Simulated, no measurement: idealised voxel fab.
Presented below is a process module, voxel self aligned contacts.
cross-section cut | 300 nm wide | cells 5 nm
For the purposes of this document, a cross-section shall be understood as a grid of square cells, specified as bands listed in top-to-bottom order, each band consisting of one or more rows of cells.
Per band: top height and bottom height in nm, followed by the left-to-right materials and their widths in nm; "throughout" marks a single material spanning edge to edge, "air" marks empty space.
Heights from 0 (as-received wafer is one material below). Bottom band endless downward, as "z 0 and below".
Quick explanation for "30->40": the width changes in equal steps down the rows of cells, from the first number in the band's top row to the second number in its bottom row.
Basically "remains unaltered" means that step didn't change any cell in the cross-section.
Enclosed voids (no open way to top), threshold 8 cells or more, entry "Sealed void listing", notation width x height at distance, distance from left edge, nm.
Past the settings on a step's line: simulator remark, on that step.
The optional step-line setting "overlay nm" applies to steps with a mask and quantifies how far to the right of its planned location the mask lay, a negative value indicating leftward placement.
-- Steps planned for the process
1) RECEIVE | material Si
2) CONFORMAL_DEP | material SiO2 | thk nm 5
3) DIRECTIONAL_DEP | material polySi | thk nm 20
4) DIRECTIONAL_DEP | material SiN | thk nm 25
5) MASKED_ETCH | tone cover | mask id GATE | width nm 30 | pitch nm 75 | etch materials SiN | depth nm 25 | overlay nm 0
6) MASKED_ETCH | tone cover | mask id GATE | width nm 30 | pitch nm 75 | etch materials polySi | depth nm 20 | overlay nm 0
7) CONFORMAL_DEP | material SiN | thk nm 10
8) DIRECTIONAL_ETCH | etch materials SiN | depth nm 10
9) FILL_DEP | material SiO2 | thk nm 15
10) CMP | height nm 60
11) DIRECTIONAL_DEP | material aC | thk nm 15
12) PATTERN | tone open | mask id CONTACT | material resist | width nm 55 | thk nm 30 | overlay nm 0
13) DIRECTIONAL_ETCH | etch materials aC | depth nm 15
14) STRIP | etch materials resist
15) DIRECTIONAL_ETCH | etch materials SiO2 | depth nm 60
16) STRIP | etch materials aC
17) CONFORMAL_DEP | material TiN | thk nm 5
18) FILL_DEP | material W | thk nm 10
19) CMP | height nm 60
20) CONFORMAL_DEP | material SiN | thk nm 5
-- Shown in cross-section is the wafer as received, that is, as it stands after step 1
  z 0 and below | Si throughout
  Sealed void listing: none
-- The first of the two wafers as seen in cross-section once the module was finished; processing followed the plan
  z 65 to 60 | SiN throughout
  z 60 to 50 | SiO2 120 nm  TiN 5->20 nm  W 45->15 nm  TiN 5->20 nm  SiO2 125 nm
  z 50 to 25 | SiO2 85 nm  SiN 50 nm  TiN 5 nm  W 15 nm  TiN 5 nm  SiN 50 nm  SiO2 90 nm
  z 25 to 5 | SiO2 85 nm  SiN 10 nm  polySi 30 nm  SiN 10 nm  TiN 5 nm  W 15 nm  TiN 5 nm  SiN 10 nm  polySi 30 nm  SiN 10 nm  SiO2 90 nm
  z 5 to 0 | SiO2 135 nm  TiN 25 nm  SiO2 140 nm
  z 0 and below | Si throughout
  Sealed void listing: none
-- Cross-section, second wafer: same start as the first, same plan as the first, one mistake in running it; taken at the end of the module
  z 65 to 60 | SiN throughout
  z 60 to 55 | SiO2 120 nm  TiN 5 nm  W 45 nm  TiN 5 nm  SiO2 125 nm
  z 55 to 50 | SiO2 120 nm  TiN 55 nm  SiO2 125 nm
  z 50 to 25 | W throughout
  z 25 to 5 | polySi throughout
  z 5 to 0 | SiO2 throughout
  z 0 and below | Si throughout
  Sealed void listing: none
Finding, execution versus plan: for step 4, the planned setting was not used; the step was instead run as DIRECTIONAL_DEP | material W | thk nm 25
Upon completion, the second wafer contains, in terms of cells, a greater or smaller amount of certain materials than the first wafer: 132 fewer of SiN; 310 fewer of SiO2; 20 fewer of TiN; 270 more of W; 192 more of polySi
